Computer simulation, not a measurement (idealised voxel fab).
This section sets out a process module, namely voxel self aligned vias.
The width of the displayed cross-section, cut, is 185 nm; its cells are square, with a size of 5 nm.
Reading order for cross-sections: top band down to bottom band. Underlying form: a grid of square cells. Band size: one or more rows of cells. Band: top height; bottom height; in nm. Then, left to right: material with width in nm, for each material. "edge to edge": a single material spanning edge to edge. "air": empty space. The reference from which all heights are counted is 0, the level beneath which the as-received wafer is entirely one material; the lowest band, having no lower bound, proceeds downward and is written after the example "0 down". So if you see something like "30..40" for the width, read it as the top row of the band sitting at the first number and the bottom row at the second, with every row in between moving by the same amount as the last. It should be understood that the words "nothing was modified", when stated for a given step, signify that the cross-section underwent no change in any of its cells during that step. "Entrapped void list" - sealed voids, min. 8 cells, no opening to top; format: width x height at distance (distance from left edge; nm throughout). Formally, on a step line, whatever follows the settings is a remark that the simulator itself makes on the step. You can add "overlay nm" to a step's line. For a step with a mask, it describes how far the mask lay to the right of its planned position, and a negative number describes a lay to the left.
plan
1 RECEIVE with material Si
2 CONFORMAL_DEP with material SiO2, thk nm 15
3 CONFORMAL_DEP with material SiCN, thk nm 5
4 DIRECTIONAL_DEP with material SiO2, thk nm 20
5 MASKED_ETCH with tone open, mask id LINES, width nm 25, pitch nm 50, etch materials SiO2, depth nm 20, overlay nm 0
6 CONFORMAL_DEP with material TiN, thk nm 5
7 FILL_DEP with material W, thk nm 10
8 CMP with height nm 40
9 SELECTIVE_ETCH with etch materials W Ru TiN, depth nm 5
10 FILL_DEP with material SiN, thk nm 10
11 CMP with height nm 40
12 DIRECTIONAL_DEP with material SiO2, thk nm 20
13 MASKED_ETCH with tone open, mask id VIAS, width nm 35, pitch nm 50, etch materials SiO2, depth nm 20, overlay nm 0
14 MASKED_ETCH with tone open, mask id VIAS, width nm 35, pitch nm 50, etch materials SiN, depth nm 5, overlay nm 0
15 CONFORMAL_DEP with material TiN, thk nm 5
16 FILL_DEP with material Cu, thk nm 10
17 CMP with height nm 60
18 CONFORMAL_DEP with material SiCN, thk nm 5
This is the cross-section of the wafer as we received it, i.e. after step 1
    0 down = Si edge to edge
    Entrapped void list: none
Post-module cross-section of the first of two wafers (run per plan)
    65 to 60 = SiCN edge to edge
    60 to 45 = 25 of SiO2, 5 of TiN, 25 of Cu, 5 of TiN, 15 of SiO2, 5 of TiN, 25 of Cu, 5 of TiN, 15 of SiO2, 5 of TiN, 25 of Cu, 5 of TiN, 25 of SiO2
    45 to 40 = 25 of SiO2, 10 of TiN, 15 of Cu, 10 of TiN, 15 of SiO2, 10 of TiN, 15 of Cu, 10 of TiN, 15 of SiO2, 10 of TiN, 15 of Cu, 10 of TiN, 25 of SiO2
    40 to 35 = 30 of SiO2, 25 of TiN, 25 of SiO2, 25 of TiN, 25 of SiO2, 25 of TiN, 30 of SiO2
    35 to 25 = 30 of SiO2, 5 of TiN, 15 of W, 5 of TiN, 25 of SiO2, 5 of TiN, 15 of W, 5 of TiN, 25 of SiO2, 5 of TiN, 15 of W, 5 of TiN, 30 of SiO2
    25 to 20 = 30 of SiO2, 25 of TiN, 25 of SiO2, 25 of TiN, 25 of SiO2, 25 of TiN, 30 of SiO2
    20 to 15 = SiCN edge to edge
    15 to 0 = SiO2 edge to edge
    0 down = Si edge to edge
    Entrapped void list: none
Second wafer cross-section at end of module - shared start and plan with the first, one mistake in the run
    65 to 60 = SiCN edge to edge
    60 to 40 = 25 of SiO2, 5 of TiN, 25 of Cu, 5 of TiN, 15 of SiO2, 5 of TiN, 25 of Cu, 5 of TiN, 15 of SiO2, 5 of TiN, 25 of Cu, 5 of TiN, 25 of SiO2
    40 to 35 = 25 of SiN, 35 of TiN, 15 of SiN, 35 of TiN, 15 of SiN, 35 of TiN, 25 of SiN
    35 to 30 = W edge to edge
    30 to 25 = 35 of TiN, 15 of W, 35 of TiN, 15 of W, 35 of TiN, 15 of W, 35 of TiN
    25 to 10 = 30 of SiO2, 5 of TiN, 15 of W, 5 of TiN, 25 of SiO2, 5 of TiN, 15 of W, 5 of TiN, 25 of SiO2, 5 of TiN, 15 of W, 5 of TiN, 30 of SiO2
    10 to 5 = 30 of SiO2, 25 of TiN, 25 of SiO2, 25 of TiN, 25 of SiO2, 25 of TiN, 30 of SiO2
    5 to 0 = SiCN edge to edge
    0 down = Si edge to edge
    Entrapped void list: none
Against the plan, the run slipped here: plan step 2 was not performed, having been skipped
The second wafer ends with more or fewer cells of some materials than the first, per final count: Cu +6; SiN +16; SiO2 -111; TiN +34; W +55
